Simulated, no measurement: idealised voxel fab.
This section sets out a process module, namely voxel gate over fins.
Cross-section cut: width 250 nm, square cells of 5 nm.
Reading order for cross-sections: top band down to bottom band. Underlying form: a grid of square cells. Band size: one or more rows of cells. Per band: top height and bottom height in nm, followed by the left-to-right materials and their widths in nm; "edge to edge" marks a single material spanning edge to edge, "air" marks empty space. Heights are expressed relative to 0, this being the level below which the as-received wafer comprises one material exclusively. The lowest band is unbounded in the downward direction and is denoted as in "0 nm and below". Think of "30 to 40" as a width that walks from the first number to the second as you go down the band, top row to bottom row, taking equal-sized steps from row to row. It should be understood that the words "left unchanged", when stated for a given step, signify that the cross-section underwent no change in any of its cells during that step. The entry titled "Closed internal cavities" provides the empty spaces that have no open way to the top, restricted to those of 8 cells or more. Each is presented as width x height at distance, the distance being measured from the left edge, with all three in nm. Anything after a step's settings on that line? It's the simulator's own note about the step. If you see "overlay nm" on a step's line and that step has a mask, it's telling you how far right of where it was planned the mask ended up; a negative number means it went left instead.
## The process steps that were planned are listed below
step 1: RECEIVE (material Si)
step 2: CONFORMAL_DEP (material SiN; thk nm 5)
step 3: MASKED_ETCH (tone cover; mask id FINS; width nm 15; pitch nm 60; etch materials SiN; depth nm 5; overlay nm 0)
step 4: MASKED_ETCH (tone cover; mask id FINS; width nm 15; pitch nm 60; etch materials Si; depth nm 40; overlay nm 0)
step 5: OXIDIZE (depth nm 5)
step 6: FILL_DEP (material SiO2; thk nm 10)
step 7: CMP (height nm 5)
step 8: DIRECTIONAL_DEP (material aC; thk nm 10)
step 9: PATTERN (tone open; mask id RAIL; material resist; width nm 15; thk nm 30; overlay nm 0)
step 10: DIRECTIONAL_ETCH (etch materials aC; depth nm 10)
step 11: STRIP (etch materials resist)
step 12: DIRECTIONAL_ETCH (etch materials SiO2; depth nm 40)
step 13: STRIP (etch materials aC)
step 14: CONFORMAL_DEP (material TiN; thk nm 5)
step 15: FILL_DEP (material W; thk nm 10)
step 16: CMP (height nm 5)
step 17: SELECTIVE_ETCH (etch materials W Ru TiN; depth nm 25)
step 18: FILL_DEP (material SiO2; thk nm 5)
step 19: CMP (height nm 5)
step 20: SELECTIVE_ETCH (etch materials SiO2; depth nm 15)
step 21: STRIP (etch materials SiN)
step 22: CONFORMAL_DEP (material HfO2; thk nm 5)
step 23: CONFORMAL_DEP (material TiN; thk nm 5)
step 24: CONFORMAL_DEP (material TiAl; thk nm 5)
step 25: CONFORMAL_DEP (material TiN; thk nm 5)
step 26: FILL_DEP (material W; thk nm 10)
step 27: CMP (height nm 25)
step 28: CONFORMAL_DEP (material SiN; thk nm 10)
## Cross-sectional view of the wafer in its as-received condition, corresponding to the state after step 1
  0 nm and below = Si edge to edge
  Closed internal cavities: none
## This is how the wafer looks in cross-section once the module is done, given the starting state and plan above and one mistake in carrying the plan out
  35 nm to 25 nm = SiN edge to edge
  25 nm to 20 nm = W edge to edge
  20 nm to 15 nm = W: 35 | TiN: 45 | W: 15 | TiN: 45 | W: 15 | TiN: 45 | W: 50
  15 nm to 10 nm = W: 35 | TiN: 5 | TiAl: 35 | TiN: 10 | W: 10 | TiN: 5 | TiAl: 35 | TiN: 10 | W: 10 | TiN: 5 | TiAl: 35 | TiN: 10 | W: 45
  10 nm to 5 nm = TiN: 40 | TiAl: 5 | TiN: 25 | TiAl: 10 | TiN: 20 | TiAl: 5 | TiN: 25 | TiAl: 10 | TiN: 20 | TiAl: 5 | TiN: 25 | TiAl: 10 | TiN: 50
  5 nm to 0 nm = TiAl: 45 | TiN: 5 | HfO2: 15 | TiN: 10 | TiAl: 30 | TiN: 5 | HfO2: 15 | TiN: 10 | TiAl: 30 | TiN: 5 | HfO2: 15 | TiN: 10 | TiAl: 55
  0 nm to -5 nm = TiN: 50 | HfO2: 5 | Si: 5 | HfO2: 10 | TiN: 40 | HfO2: 5 | Si: 5 | HfO2: 10 | TiN: 40 | HfO2: 5 | Si: 5 | HfO2: 10 | TiN: 60
  -5 nm to -10 nm = HfO2: 55 | Si: 10 | HfO2: 50 | Si: 10 | HfO2: 50 | Si: 10 | HfO2: 65
  -10 nm to -20 nm = SiO2: 55 | Si: 10 | SiO2: 50 | Si: 10 | SiO2: 50 | Si: 10 | SiO2: 65
  -20 nm to -30 nm = SiO2: 55 | Si: 10 | SiO2: 20 | TiN: 5 | W: 5 | TiN: 5 | SiO2: 15 | Si: 10 | SiO2: 50 | Si: 10 | SiO2: 65
  -30 nm to -35 nm = SiO2: 55 | Si: 10 | SiO2: 20 | TiN: 15 | SiO2: 15 | Si: 10 | SiO2: 50 | Si: 10 | SiO2: 65
  -35 nm to -45 nm = SiO2: 55 | Si: 10 | SiO2: 50 | Si: 10 | SiO2: 50 | Si: 10 | SiO2: 65
  -45 nm and below = Si edge to edge
  Closed internal cavities: none
Want to know what went wrong? step 3 changed vs plan, executed as MASKED_ETCH (tone cover; mask id FINS; width nm 15; pitch nm 60; etch materials SiN; depth nm 5; overlay nm -5)
